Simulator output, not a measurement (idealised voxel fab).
process module | voxel quadruple lines
cross-section cut | 165 nm wide | cells 5 nm
A cross-section is a grid of square cells, given in bands from the top down. A band is one or more rows of cells.
Each band's line starts with the height of the band's top and of its bottom, in nm. Then come its materials from left to right, each with its width in nm. One material with "throughout" fills the band from edge to edge. "air" is empty space.
Height 0 is the level under which the wafer as received is all one material. The lowest band goes on downwards, as in "0 down".
A width such as "30 to 40" changes by the same amount from each row of cells to the next, from the band's top row to its bottom row.
"no change" after a step means that no cell of the cross-section changed.
closed voids: empty space of 8 cells or more with no open way to the top, each as width x height at its distance from the left edge, in nm
after a step's settings: what the simulator itself notes on the step
overlay nm, on a step with a mask: how far to the right of its planned place the mask lay; to the left if negative
Each pair below shows a cross-section before one step and the cross-section after it, down to the lowest band that changed. The line under each pair gives the step between them, with its settings. The pairs can come from different runs of this module on the same starting wafer, so a pair continues from the pair above only where its "before" says so.
before
  0 down: Si throughout
  closed voids: none
after
  10 to 0: SiO2 throughout
  below 0: unchanged
  closed voids: none
the step between: op CONFORMAL_DEP | material SiO2 | thk nm 10
before: the cross-section after the pair above
after
  25 to 10: TiN throughout
  below 10: unchanged
  closed voids: none
the step between: op DIRECTIONAL_DEP | material TiN | thk nm 15
before: the cross-section after the pair above
after
  40 to 25: polySi throughout
  below 25: unchanged
  closed voids: none
the step between: op DIRECTIONAL_DEP | material polySi | thk nm 15
before: the cross-section after the pair above
after
  60 to 40: aC throughout
  below 40: unchanged
  closed voids: none
the step between: op DIRECTIONAL_DEP | material aC | thk nm 20
before: the cross-section after the pair above
after
  90 to 60: air 70 | resist 25 | air 70
  below 60: unchanged
  closed voids: none
the step between: op PATTERN | tone cover | mask id MANDREL | material resist | width nm 25 | thk nm 30 | overlay nm 0
before: the cross-section after the pair above
after
  70 to 60: air 70 | resist 25 | air 70
  60 to 40: air 70 | aC 25 | air 70
  below 40: unchanged
  closed voids: none
the step between: op DIRECTIONAL_ETCH | etch materials aC | depth nm 20
before: the cross-section after the pair above
after
  60 to 40: air 70 | aC 25 | air 70
  below 40: unchanged
  closed voids: none
the step between: op STRIP | etch materials resist
before: the cross-section after the pair above
after
  75 to 60: air 55 | SiO2 55 | air 55
  60 to 55: air 55 | SiO2 15 | aC 25 | SiO2 15 | air 55
  55 to 40: SiO2 70 | aC 25 | SiO2 70
  below 40: unchanged
  closed voids: none
the step between: op CONFORMAL_DEP | material SiO2 | thk nm 15
before: the cross-section after the pair above
after
  60 to 40: air 55 | SiO2 15 | aC 25 | SiO2 15 | air 55
  below 40: unchanged
  closed voids: none
the step between: op DIRECTIONAL_ETCH | etch materials SiO2 | depth nm 15
before: the cross-section after the pair above
after
  60 to 40: air 55 | SiO2 15 | air 25 | SiO2 15 | air 55
  below 40: unchanged
  closed voids: none
the step between: op STRIP | etch materials aC
before: the cross-section after the pair above
after
  60 to 40: air 55 | SiO2 15 | air 25 | SiO2 15 | air 55
  40 to 25: air 55 | polySi 15 | air 25 | polySi 15 | air 55
  below 25: unchanged
  closed voids: none
the step between: op DIRECTIONAL_ETCH | etch materials polySi | depth nm 15
before: the cross-section after the pair above
after
  40 to 25: air 55 | polySi 15 | air 25 | polySi 15 | air 55
  below 25: unchanged
  closed voids: none
the step between: op STRIP | etch materials SiO2
before: the cross-section after the pair above
after
  45 to 40: air 50 | SiCN 25 | air 15 | SiCN 25 | air 50
  40 to 30: air 50 | SiCN 5 | polySi 15 | SiCN 5 | air 15 | SiCN 5 | polySi 15 | SiCN 5 | air 50
  30 to 25: SiCN 55 | polySi 15 | SiCN 25 | polySi 15 | SiCN 55
  below 25: unchanged
  closed voids: none
the step between: op CONFORMAL_DEP | material SiCN | thk nm 5
before: the cross-section after the pair above
after
  40 to 25: air 50 | SiCN 5 | polySi 15 | SiCN 5 | air 15 | SiCN 5 | polySi 15 | SiCN 5 | air 50
  below 25: unchanged
  closed voids: none
the step between: op DIRECTIONAL_ETCH | etch materials SiCN | depth nm 5
before: the cross-section after the pair above
after
  40 to 25: air 50 | SiCN 5 | air 15 | SiCN 5 | air 15 | SiCN 5 | air 15 | SiCN 5 | air 50
  below 25: unchanged
  closed voids: none
the step between: op STRIP | etch materials polySi
before: the cross-section after the pair above
after
  40 to 25: air 50 | SiCN 5 | air 15 | SiCN 5 | air 15 | SiCN 5 | air 15 | SiCN 5 | air 50
  25 to 10: air 50 | TiN 5 | air 15 | TiN 5 | air 15 | TiN 5 | air 15 | TiN 5 | air 50
  below 10: unchanged
  closed voids: none
the step between: op DIRECTIONAL_ETCH | etch materials TiN | depth nm 15
before: the cross-section after the pair above
after
  25 to 10: air 50 | TiN 5 | air 15 | TiN 5 | air 15 | TiN 5 | air 15 | TiN 5 | air 50
  below 10: unchanged
  closed voids: none
the step between: op STRIP | etch materials SiCN
before
  0 down: Si throughout
  closed voids: none
after
  15 to 0: TiN throughout
  below 0: unchanged
  closed voids: none
the step between: op DIRECTIONAL_DEP | material TiN | thk nm 15
before: the cross-section after the pair above
after
  30 to 15: polySi throughout
  below 15: unchanged
  closed voids: none
the step between: op DIRECTIONAL_DEP | material polySi | thk nm 15
before: the cross-section after the pair above
after
  50 to 30: aC throughout
  below 30: unchanged
  closed voids: none
the step between: op DIRECTIONAL_DEP | material aC | thk nm 20
before: the cross-section after the pair above
after
  80 to 50: air 70 | resist 25 | air 70
  below 50: unchanged
  closed voids: none
the step between: op PATTERN | tone cover | mask id MANDREL | material resist | width nm 25 | thk nm 30 | overlay nm 0
before: the cross-section after the pair above
after
  60 to 50: air 70 | resist 25 | air 70
  50 to 30: air 70 | aC 25 | air 70
  below 30: unchanged
  closed voids: none
the step between: op DIRECTIONAL_ETCH | etch materials aC | depth nm 20
before: the cross-section after the pair above
after
  50 to 30: air 70 | aC 25 | air 70
  below 30: unchanged
  closed voids: none
the step between: op STRIP | etch materials resist
before: the cross-section after the pair above
after
  65 to 50: air 55 | SiO2 55 | air 55
  50 to 45: air 55 | SiO2 15 | aC 25 | SiO2 15 | air 55
  45 to 30: SiO2 70 | aC 25 | SiO2 70
  below 30: unchanged
  closed voids: none
the step between: op CONFORMAL_DEP | material SiO2 | thk nm 15
before: the cross-section after the pair above
after
  50 to 30: air 55 | SiO2 15 | aC 25 | SiO2 15 | air 55
  below 30: unchanged
  closed voids: none
the step between: op DIRECTIONAL_ETCH | etch materials SiO2 | depth nm 15
before: the cross-section after the pair above
after
  50 to 30: air 55 | SiO2 15 | air 25 | SiO2 15 | air 55
  below 30: unchanged
  closed voids: none
the step between: op STRIP | etch materials aC
before: the cross-section after the pair above
after
  50 to 30: air 55 | SiO2 15 | air 25 | SiO2 15 | air 55
  30 to 15: air 55 | polySi 15 | air 25 | polySi 15 | air 55
  below 15: unchanged
  closed voids: none
the step between: op DIRECTIONAL_ETCH | etch materials polySi | depth nm 15
before: the cross-section after the pair above
after
  30 to 15: air 55 | polySi 15 | air 25 | polySi 15 | air 55
  below 15: unchanged
  closed voids: none
the step between: op STRIP | etch materials SiO2
before: the cross-section after the pair above
after
  35 to 30: air 50 | SiCN 25 | air 15 | SiCN 25 | air 50
  30 to 20: air 50 | SiCN 5 | polySi 15 | SiCN 5 | air 15 | SiCN 5 | polySi 15 | SiCN 5 | air 50
  20 to 15: SiCN 55 | polySi 15 | SiCN 25 | polySi 15 | SiCN 55
  below 15: unchanged
  closed voids: none
the step between: op CONFORMAL_DEP | material SiCN | thk nm 5
before: the cross-section after the pair above
after
  30 to 15: air 50 | SiCN 5 | polySi 15 | SiCN 5 | air 15 | SiCN 5 | polySi 15 | SiCN 5 | air 50
  below 15: unchanged
  closed voids: none
the step between: op DIRECTIONAL_ETCH | etch materials SiCN | depth nm 5
before: the cross-section after the pair above
after
  30 to 15: air 50 | SiCN 5 | air 15 | SiCN 5 | air 15 | SiCN 5 | air 15 | SiCN 5 | air 50
  below 15: unchanged
  closed voids: none
the step between: op STRIP | etch materials polySi
before: the cross-section after the pair above
after
  30 to 15: air 50 | SiCN 5 | air 15 | SiCN 5 | air 15 | SiCN 5 | air 15 | SiCN 5 | air 50
  15 to 0: air 50 | TiN 5 | air 15 | TiN 5 | air 15 | TiN 5 | air 15 | TiN 5 | air 50
  below 0: unchanged
  closed voids: none
the step between: op DIRECTIONAL_ETCH | etch materials TiN | depth nm 15
before: the cross-section after the pair above
after
  15 to 0: air 50 | TiN 5 | air 15 | TiN 5 | air 15 | TiN 5 | air 15 | TiN 5 | air 50
  below 0: unchanged
  closed voids: none
the step between: op STRIP | etch materials SiCN
before
  25 to 10: TiN throughout
  10 to 0: SiO2 throughout
  0 down: Si throughout
  closed voids: none
after
  40 to 10: TiN throughout
  below 10: unchanged
  closed voids: none
the step between: op DIRECTIONAL_DEP | material TiN | thk nm 15
before: the cross-section after the pair above
after
  55 to 40: polySi throughout
  below 40: unchanged
  closed voids: none
the step between: op DIRECTIONAL_DEP | material polySi | thk nm 15
before: the cross-section after the pair above
after
  75 to 55: aC throughout
  below 55: unchanged
  closed voids: none
the step between: op DIRECTIONAL_DEP | material aC | thk nm 20
before: the cross-section after the pair above
after
  105 to 75: air 70 | resist 25 | air 70
  below 75: unchanged
  closed voids: none
the step between: op PATTERN | tone cover | mask id MANDREL | material resist | width nm 25 | thk nm 30 | overlay nm 0
before: the cross-section after the pair above
after
  85 to 75: air 70 | resist 25 | air 70
  75 to 55: air 70 | aC 25 | air 70
  below 55: unchanged
  closed voids: none
the step between: op DIRECTIONAL_ETCH | etch materials aC | depth nm 20
before: the cross-section after the pair above
after
  75 to 55: air 70 | aC 25 | air 70
  below 55: unchanged
  closed voids: none
the step between: op STRIP | etch materials resist
before: the cross-section after the pair above
after
  90 to 75: air 55 | SiO2 55 | air 55
  75 to 70: air 55 | SiO2 15 | aC 25 | SiO2 15 | air 55
  70 to 55: SiO2 70 | aC 25 | SiO2 70
  below 55: unchanged
  closed voids: none
the step between: op CONFORMAL_DEP | material SiO2 | thk nm 15
before: the cross-section after the pair above
after
  75 to 55: air 55 | SiO2 15 | aC 25 | SiO2 15 | air 55
  below 55: unchanged
  closed voids: none
the step between: op DIRECTIONAL_ETCH | etch materials SiO2 | depth nm 15
before: the cross-section after the pair above
after
  75 to 55: air 55 | SiO2 15 | air 25 | SiO2 15 | air 55
  below 55: unchanged
  closed voids: none
the step between: op STRIP | etch materials aC
before: the cross-section after the pair above
after
  75 to 55: air 55 | SiO2 15 | air 25 | SiO2 15 | air 55
  55 to 40: air 55 | polySi 15 | air 25 | polySi 15 | air 55
  below 40: unchanged
  closed voids: none
the step between: op DIRECTIONAL_ETCH | etch materials polySi | depth nm 15
before: the cross-section after the pair above
after
  55 to 40: air 55 | polySi 15 | air 25 | polySi 15 | air 55
  below 40: unchanged
  closed voids: none
the step between: op STRIP | etch materials SiO2
before: the cross-section after the pair above
after
  60 to 55: air 50 | SiCN 25 | air 15 | SiCN 25 | air 50
  55 to 45: air 50 | SiCN 5 | polySi 15 | SiCN 5 | air 15 | SiCN 5 | polySi 15 | SiCN 5 | air 50
  45 to 40: SiCN 55 | polySi 15 | SiCN 25 | polySi 15 | SiCN 55
  below 40: unchanged
  closed voids: none
the step between: op CONFORMAL_DEP | material SiCN | thk nm 5
before: the cross-section after the pair above
after
  55 to 40: air 50 | SiCN 5 | polySi 15 | SiCN 5 | air 15 | SiCN 5 | polySi 15 | SiCN 5 | air 50
  below 40: unchanged
  closed voids: none
the step between: op DIRECTIONAL_ETCH | etch materials SiCN | depth nm 5
before: the cross-section after the pair above
after
  55 to 40: air 50 | SiCN 5 | air 15 | SiCN 5 | air 15 | SiCN 5 | air 15 | SiCN 5 | air 50
  below 40: unchanged
  closed voids: none
the step between: op STRIP | etch materials polySi
before: the cross-section after the pair above
after
  55 to 40: air 50 | SiCN 5 | air 15 | SiCN 5 | air 15 | SiCN 5 | air 15 | SiCN 5 | air 50
  40 to 25: air 50 | TiN 5 | air 15 | TiN 5 | air 15 | TiN 5 | air 15 | TiN 5 | air 50
  below 25: unchanged
  closed voids: none
the step between: op DIRECTIONAL_ETCH | etch materials TiN | depth nm 15
before: the cross-section after the pair above
after
  40 to 25: air 50 | TiN 5 | air 15 | TiN 5 | air 15 | TiN 5 | air 15 | TiN 5 | air 50
  below 25: unchanged
  closed voids: none
the step between: op STRIP | etch materials SiCN
before
  10 to 0: SiO2 throughout
  0 down: Si throughout
  closed voids: none
after
  25 to 10: polySi throughout
  below 10: unchanged
  closed voids: none
the step between: op DIRECTIONAL_DEP | material polySi | thk nm 15
before: the cross-section after the pair above
after
  40 to 25: TiN throughout
  below 25: unchanged
  closed voids: none
the step between: op DIRECTIONAL_DEP | material TiN | thk nm 15
before: the cross-section after the pair above
after
  60 to 40: aC throughout
  below 40: unchanged
  closed voids: none
the step between: op DIRECTIONAL_DEP | material aC | thk nm 20
before: the cross-section after the pair above
after
  90 to 60: air 70 | resist 25 | air 70
  below 60: unchanged
  closed voids: none
the step between: op PATTERN | tone cover | mask id MANDREL | material resist | width nm 25 | thk nm 30 | overlay nm 0
before: the cross-section after the pair above
after
  70 to 60: air 70 | resist 25 | air 70
  60 to 40: air 70 | aC 25 | air 70
  below 40: unchanged
  closed voids: none
the step between: op DIRECTIONAL_ETCH | etch materials aC | depth nm 20
before: the cross-section after the pair above
after
  60 to 40: air 70 | aC 25 | air 70
  below 40: unchanged
  closed voids: none
the step between: op STRIP | etch materials resist
before: the cross-section after the pair above
after
  75 to 60: air 55 | SiO2 55 | air 55
  60 to 55: air 55 | SiO2 15 | aC 25 | SiO2 15 | air 55
  55 to 40: SiO2 70 | aC 25 | SiO2 70
  below 40: unchanged
  closed voids: none
the step between: op CONFORMAL_DEP | material SiO2 | thk nm 15
before: the cross-section after the pair above
after
  60 to 40: air 55 | SiO2 15 | aC 25 | SiO2 15 | air 55
  below 40: unchanged
  closed voids: none
the step between: op DIRECTIONAL_ETCH | etch materials SiO2 | depth nm 15
before: the cross-section after the pair above
after
  60 to 40: air 55 | SiO2 15 | air 25 | SiO2 15 | air 55
  below 40: unchanged
  closed voids: none
the step between: op STRIP | etch materials aC
before: the cross-section after the pair above
after
  40 to 25: TiN throughout
  below 25: unchanged
  closed voids: none
the step between: op STRIP | etch materials SiO2
before: the cross-section after the pair above
after
  45 to 40: SiCN throughout
  below 40: unchanged
  closed voids: none
the step between: op CONFORMAL_DEP | material SiCN | thk nm 5
before: the cross-section after the pair above
after
  40 to 25: TiN throughout
  below 25: unchanged
  closed voids: none
the step between: op DIRECTIONAL_ETCH | etch materials SiCN | depth nm 5
before: the cross-section after the pair above
after
  25 to 10: polySi throughout
  below 10: unchanged
  closed voids: none
the step between: op DIRECTIONAL_ETCH | etch materials TiN | depth nm 15
before
  0 down: Si throughout
  closed voids: none
after
  15 to 0: SiO2 throughout
  below 0: unchanged
  closed voids: none
the step between: op CONFORMAL_DEP | material SiO2 | thk nm 15
before: the cross-section after the pair above
after
  30 to 15: TiN throughout
  below 15: unchanged
  closed voids: none
the step between: op DIRECTIONAL_DEP | material TiN | thk nm 15
before: the cross-section after the pair above
after
  45 to 30: polySi throughout
  below 30: unchanged
  closed voids: none
the step between: op DIRECTIONAL_DEP | material polySi | thk nm 15
before: the cross-section after the pair above
after
  65 to 45: aC throughout
  below 45: unchanged
  closed voids: none
the step between: op DIRECTIONAL_DEP | material aC | thk nm 20
before: the cross-section after the pair above
after
  95 to 65: air 70 | resist 25 | air 70
  below 65: unchanged
  closed voids: none
the step between: op PATTERN | tone cover | mask id MANDREL | material resist | width nm 25 | thk nm 30 | overlay nm 0
before: the cross-section after the pair above
after
  75 to 65: air 70 | resist 25 | air 70
  65 to 45: air 70 | aC 25 | air 70
  below 45: unchanged
  closed voids: none
the step between: op DIRECTIONAL_ETCH | etch materials aC | depth nm 20
before: the cross-section after the pair above
after
  65 to 45: air 70 | aC 25 | air 70
  below 45: unchanged
  closed voids: none
the step between: op STRIP | etch materials resist
before: the cross-section after the pair above
after
  80 to 65: air 55 | SiO2 55 | air 55
  65 to 60: air 55 | SiO2 15 | aC 25 | SiO2 15 | air 55
  60 to 45: SiO2 70 | aC 25 | SiO2 70
  below 45: unchanged
  closed voids: none
the step between: op CONFORMAL_DEP | material SiO2 | thk nm 15
before: the cross-section after the pair above
after
  65 to 45: air 55 | SiO2 15 | aC 25 | SiO2 15 | air 55
  below 45: unchanged
  closed voids: none
the step between: op DIRECTIONAL_ETCH | etch materials SiO2 | depth nm 15
before: the cross-section after the pair above
after
  65 to 45: air 55 | SiO2 15 | air 25 | SiO2 15 | air 55
  below 45: unchanged
  closed voids: none
the step between: op STRIP | etch materials aC
before: the cross-section after the pair above
after
  65 to 45: air 55 | SiO2 15 | air 25 | SiO2 15 | air 55
  45 to 30: air 55 | polySi 15 | air 25 | polySi 15 | air 55
  below 30: unchanged
  closed voids: none
the step between: op DIRECTIONAL_ETCH | etch materials polySi | depth nm 15
before: the cross-section after the pair above
after
  45 to 30: air 55 | polySi 15 | air 25 | polySi 15 | air 55
  below 30: unchanged
  closed voids: none
the step between: op STRIP | etch materials SiO2
before: the cross-section after the pair above
after
  50 to 45: air 50 | SiCN 25 | air 15 | SiCN 25 | air 50
  45 to 35: air 50 | SiCN 5 | polySi 15 | SiCN 5 | air 15 | SiCN 5 | polySi 15 | SiCN 5 | air 50
  35 to 30: SiCN 55 | polySi 15 | SiCN 25 | polySi 15 | SiCN 55
  below 30: unchanged
  closed voids: none
the step between: op CONFORMAL_DEP | material SiCN | thk nm 5
before: the cross-section after the pair above
after
  45 to 30: air 50 | SiCN 5 | polySi 15 | SiCN 5 | air 15 | SiCN 5 | polySi 15 | SiCN 5 | air 50
  below 30: unchanged
  closed voids: none
the step between: op DIRECTIONAL_ETCH | etch materials SiCN | depth nm 5
before: the cross-section after the pair above
after
  45 to 30: air 50 | SiCN 5 | air 15 | SiCN 5 | air 15 | SiCN 5 | air 15 | SiCN 5 | air 50
  below 30: unchanged
  closed voids: none
the step between: op STRIP | etch materials polySi
before: the cross-section after the pair above
after
  45 to 30: air 50 | SiCN 5 | air 15 | SiCN 5 | air 15 | SiCN 5 | air 15 | SiCN 5 | air 50
  30 to 15: air 50 | TiN 5 | air 15 | TiN 5 | air 15 | TiN 5 | air 15 | TiN 5 | air 50
  below 15: unchanged
  closed voids: none
the step between: op DIRECTIONAL_ETCH | etch materials TiN | depth nm 15
before: the cross-section after the pair above
after
  30 to 15: air 50 | TiN 5 | air 15 | TiN 5 | air 15 | TiN 5 | air 15 | TiN 5 | air 50
  below 15: unchanged
  closed voids: none
the step between: op STRIP | etch materials SiCN
before
  60 to 40: aC throughout
  40 to 25: polySi throughout
  25 to 10: TiN throughout
  10 to 0: SiO2 throughout
  0 down: Si throughout
  closed voids: none
after
  90 to 60: air 70 | resist 30 | air 65
  below 60: unchanged
  closed voids: none
the step between: op PATTERN | tone cover | mask id MANDREL | material resist | width nm 30 | thk nm 30 | overlay nm 0
before: the cross-section after the pair above
after
  70 to 60: air 70 | resist 30 | air 65
  60 to 40: air 70 | aC 30 | air 65
  below 40: unchanged
  closed voids: none
the step between: op DIRECTIONAL_ETCH | etch materials aC | depth nm 20
before: the cross-section after the pair above
after
  60 to 40: air 70 | aC 30 | air 65
  below 40: unchanged
  closed voids: none
the step between: op STRIP | etch materials resist
before: the cross-section after the pair above
after
  75 to 60: air 55 | SiO2 60 | air 50
  60 to 55: air 55 | SiO2 15 | aC 30 | SiO2 15 | air 50
  55 to 40: SiO2 70 | aC 30 | SiO2 65
  below 40: unchanged
  closed voids: none
the step between: op CONFORMAL_DEP | material SiO2 | thk nm 15
before: the cross-section after the pair above
after
  60 to 40: air 55 | SiO2 15 | aC 30 | SiO2 15 | air 50
  below 40: unchanged
  closed voids: none
the step between: op DIRECTIONAL_ETCH | etch materials SiO2 | depth nm 15
before: the cross-section after the pair above
after
  60 to 40: air 55 | SiO2 15 | air 30 | SiO2 15 | air 50
  below 40: unchanged
  closed voids: none
the step between: op STRIP | etch materials aC
before: the cross-section after the pair above
after
  60 to 40: air 55 | SiO2 15 | air 30 | SiO2 15 | air 50
  40 to 25: air 55 | polySi 15 | air 30 | polySi 15 | air 50
  below 25: unchanged
  closed voids: none
the step between: op DIRECTIONAL_ETCH | etch materials polySi | depth nm 15
before: the cross-section after the pair above
after
  40 to 25: air 55 | polySi 15 | air 30 | polySi 15 | air 50
  below 25: unchanged
  closed voids: none
the step between: op STRIP | etch materials SiO2
before: the cross-section after the pair above
after
  45 to 40: air 50 | SiCN 25 | air 20 | SiCN 25 | air 45
  40 to 30: air 50 | SiCN 5 | polySi 15 | SiCN 5 | air 20 | SiCN 5 | polySi 15 | SiCN 5 | air 45
  30 to 25: SiCN 55 | polySi 15 | SiCN 30 | polySi 15 | SiCN 50
  below 25: unchanged
  closed voids: none
the step between: op CONFORMAL_DEP | material SiCN | thk nm 5
before: the cross-section after the pair above
after
  40 to 25: air 50 | SiCN 5 | polySi 15 | SiCN 5 | air 20 | SiCN 5 | polySi 15 | SiCN 5 | air 45
  below 25: unchanged
  closed voids: none
the step between: op DIRECTIONAL_ETCH | etch materials SiCN | depth nm 5
before: the cross-section after the pair above
after
  40 to 25: air 50 | SiCN 5 | air 15 | SiCN 5 | air 20 | SiCN 5 | air 15 | SiCN 5 | air 45
  below 25: unchanged
  closed voids: none
the step between: op STRIP | etch materials polySi
before: the cross-section after the pair above
after
  40 to 25: air 50 | SiCN 5 | air 15 | SiCN 5 | air 20 | SiCN 5 | air 15 | SiCN 5 | air 45
  25 to 10: air 50 | TiN 5 | air 15 | TiN 5 | air 20 | TiN 5 | air 15 | TiN 5 | air 45
  below 10: unchanged
  closed voids: none
the step between: op DIRECTIONAL_ETCH | etch materials TiN | depth nm 15
before: the cross-section after the pair above
after
  25 to 10: air 50 | TiN 5 | air 15 | TiN 5 | air 20 | TiN 5 | air 15 | TiN 5 | air 45
  below 10: unchanged
  closed voids: none
the step between: op STRIP | etch materials SiCN
before
  60 to 40: aC throughout
  40 to 25: polySi throughout
  25 to 10: TiN throughout
  10 to 0: SiO2 throughout
  0 down: Si throughout
  closed voids: none
after
  90 to 60: air 75 | resist 25 | air 65
  below 60: unchanged
  closed voids: none
the step between: op PATTERN | tone cover | mask id MANDREL | material resist | width nm 25 | thk nm 30 | overlay nm 5
before: the cross-section after the pair above
after
  70 to 60: air 75 | resist 25 | air 65
  60 to 40: air 75 | aC 25 | air 65
  below 40: unchanged
  closed voids: none
the step between: op DIRECTIONAL_ETCH | etch materials aC | depth nm 20
before: the cross-section after the pair above
after
  60 to 40: air 75 | aC 25 | air 65
  below 40: unchanged
  closed voids: none
the step between: op STRIP | etch materials resist
before: the cross-section after the pair above
after
  75 to 60: air 60 | SiO2 55 | air 50
  60 to 55: air 60 | SiO2 15 | aC 25 | SiO2 15 | air 50
  55 to 40: SiO2 75 | aC 25 | SiO2 65
  below 40: unchanged
  closed voids: none
the step between: op CONFORMAL_DEP | material SiO2 | thk nm 15
before: the cross-section after the pair above
after
  60 to 40: air 60 | SiO2 15 | aC 25 | SiO2 15 | air 50
  below 40: unchanged
  closed voids: none
the step between: op DIRECTIONAL_ETCH | etch materials SiO2 | depth nm 15
before: the cross-section after the pair above
after
  60 to 40: air 60 | SiO2 15 | air 25 | SiO2 15 | air 50
  below 40: unchanged
  closed voids: none
the step between: op STRIP | etch materials aC
before: the cross-section after the pair above
after
  60 to 40: air 60 | SiO2 15 | air 25 | SiO2 15 | air 50
  40 to 25: air 60 | polySi 15 | air 25 | polySi 15 | air 50
  below 25: unchanged
  closed voids: none
the step between: op DIRECTIONAL_ETCH | etch materials polySi | depth nm 15
before: the cross-section after the pair above
after
  40 to 25: air 60 | polySi 15 | air 25 | polySi 15 | air 50
  below 25: unchanged
  closed voids: none
the step between: op STRIP | etch materials SiO2
before: the cross-section after the pair above
after
  45 to 40: air 55 | SiCN 25 | air 15 | SiCN 25 | air 45
  40 to 30: air 55 | SiCN 5 | polySi 15 | SiCN 5 | air 15 | SiCN 5 | polySi 15 | SiCN 5 | air 45
  30 to 25: SiCN 60 | polySi 15 | SiCN 25 | polySi 15 | SiCN 50
  below 25: unchanged
  closed voids: none
the step between: op CONFORMAL_DEP | material SiCN | thk nm 5
before: the cross-section after the pair above
after
  40 to 25: air 55 | SiCN 5 | polySi 15 | SiCN 5 | air 15 | SiCN 5 | polySi 15 | SiCN 5 | air 45
  below 25: unchanged
  closed voids: none
the step between: op DIRECTIONAL_ETCH | etch materials SiCN | depth nm 5
before: the cross-section after the pair above
after
  40 to 25: air 55 | SiCN 5 | air 15 | SiCN 5 | air 15 | SiCN 5 | air 15 | SiCN 5 | air 45
  below 25: unchanged
  closed voids: none
the step between: op STRIP | etch materials polySi
before: the cross-section after the pair above
after
  40 to 25: air 55 | SiCN 5 | air 15 | SiCN 5 | air 15 | SiCN 5 | air 15 | SiCN 5 | air 45
  25 to 10: air 55 | TiN 5 | air 15 | TiN 5 | air 15 | TiN 5 | air 15 | TiN 5 | air 45
  below 10: unchanged
  closed voids: none
the step between: op DIRECTIONAL_ETCH | etch materials TiN | depth nm 15
before: the cross-section after the pair above
after
  25 to 10: air 55 | TiN 5 | air 15 | TiN 5 | air 15 | TiN 5 | air 15 | TiN 5 | air 45
  below 10: unchanged
  closed voids: none
the step between: op STRIP | etch materials SiCN
before
  40 to 25: polySi throughout
  25 to 10: TiN throughout
  10 to 0: SiO2 throughout
  0 down: Si throughout
  closed voids: none
after
  60 to 40: TiN throughout
  below 40: unchanged
  closed voids: none
the step between: op DIRECTIONAL_DEP | material TiN | thk nm 20
before: the cross-section after the pair above
after
  90 to 60: air 70 | resist 25 | air 70
  below 60: unchanged
  closed voids: none
the step between: op PATTERN | tone cover | mask id MANDREL | material resist | width nm 25 | thk nm 30 | overlay nm 0
before: the cross-section after the pair above
after
  70 to 60: air 70 | resist 25 | air 70
  below 60: unchanged
  closed voids: none
the step between: op DIRECTIONAL_ETCH | etch materials aC | depth nm 20
before: the cross-section after the pair above
after
  60 to 40: TiN throughout
  below 40: unchanged
  closed voids: none
the step between: op STRIP | etch materials resist
before: the cross-section after the pair above
after
  75 to 60: SiO2 throughout
  below 60: unchanged
  closed voids: none
the step between: op CONFORMAL_DEP | material SiO2 | thk nm 15
before: the cross-section after the pair above
after
  60 to 40: TiN throughout
  below 40: unchanged
  closed voids: none
the step between: op DIRECTIONAL_ETCH | etch materials SiO2 | depth nm 15
before: the cross-section after the pair above
after
  65 to 60: SiCN throughout
  below 60: unchanged
  closed voids: none
the step between: op CONFORMAL_DEP | material SiCN | thk nm 5
before: the cross-section after the pair above
after
  60 to 40: TiN throughout
  below 40: unchanged
  closed voids: none
the step between: op DIRECTIONAL_ETCH | etch materials SiCN | depth nm 5
before: the cross-section after the pair above
after
  45 to 40: TiN throughout
  below 40: unchanged
  closed voids: none
the step between: op DIRECTIONAL_ETCH | etch materials TiN | depth nm 15
before
  60 to 40: aC throughout
  40 to 25: polySi throughout
  25 to 10: TiN throughout
  10 to 0: SiO2 throughout
  0 down: Si throughout
  closed voids: none
after
  90 to 60: resist 70 | air 25 | resist 70
  below 60: unchanged
  closed voids: none
the step between: op PATTERN | tone open | mask id MANDREL | material resist | width nm 25 | thk nm 30 | overlay nm 0
before: the cross-section after the pair above
after
  70 to 60: resist 70 | air 25 | resist 70
  60 to 40: aC 70 | air 25 | aC 70
  below 40: unchanged
  closed voids: none
the step between: op DIRECTIONAL_ETCH | etch materials aC | depth nm 20
before: the cross-section after the pair above
after
  60 to 40: aC 70 | air 25 | aC 70
  below 40: unchanged
  closed voids: none
the step between: op STRIP | etch materials resist
before: the cross-section after the pair above
after
  75 to 60: SiO2 throughout
  60 to 40: aC 70 | SiO2 25 | aC 70
  below 40: unchanged
  closed voids: none
the step between: op CONFORMAL_DEP | material SiO2 | thk nm 15
before: the cross-section after the pair above
after
  60 to 40: aC 70 | SiO2 25 | aC 70
  below 40: unchanged
  closed voids: none
the step between: op DIRECTIONAL_ETCH | etch materials SiO2 | depth nm 15
before: the cross-section after the pair above
after
  60 to 40: air 70 | SiO2 25 | air 70
  below 40: unchanged
  closed voids: none
the step between: op STRIP | etch materials aC
before: the cross-section after the pair above
after
  60 to 40: air 70 | SiO2 25 | air 70
  40 to 25: air 70 | polySi 25 | air 70
  below 25: unchanged
  closed voids: none
the step between: op DIRECTIONAL_ETCH | etch materials polySi | depth nm 15
before: the cross-section after the pair above
after
  40 to 25: air 70 | polySi 25 | air 70
  below 25: unchanged
  closed voids: none
the step between: op STRIP | etch materials SiO2
before: the cross-section after the pair above
after
  45 to 40: air 65 | SiCN 35 | air 65
  40 to 30: air 65 | SiCN 5 | polySi 25 | SiCN 5 | air 65
  30 to 25: SiCN 70 | polySi 25 | SiCN 70
  below 25: unchanged
  closed voids: none
the step between: op CONFORMAL_DEP | material SiCN | thk nm 5
before: the cross-section after the pair above
after
  40 to 25: air 65 | SiCN 5 | polySi 25 | SiCN 5 | air 65
  below 25: unchanged
  closed voids: none
the step between: op DIRECTIONAL_ETCH | etch materials SiCN | depth nm 5
before: the cross-section after the pair above
after
  40 to 25: air 65 | SiCN 5 | air 25 | SiCN 5 | air 65
  below 25: unchanged
  closed voids: none
the step between: op STRIP | etch materials polySi
before: the cross-section after the pair above
after
  40 to 25: air 65 | SiCN 5 | air 25 | SiCN 5 | air 65
  25 to 10: air 65 | TiN 5 | air 25 | TiN 5 | air 65
  below 10: unchanged
  closed voids: none
the step between: op DIRECTIONAL_ETCH | etch materials TiN | depth nm 15
before: the cross-section after the pair above
after
  25 to 10: air 65 | TiN 5 | air 25 | TiN 5 | air 65
  below 10: unchanged
  closed voids: none
the step between: op STRIP | etch materials SiCN
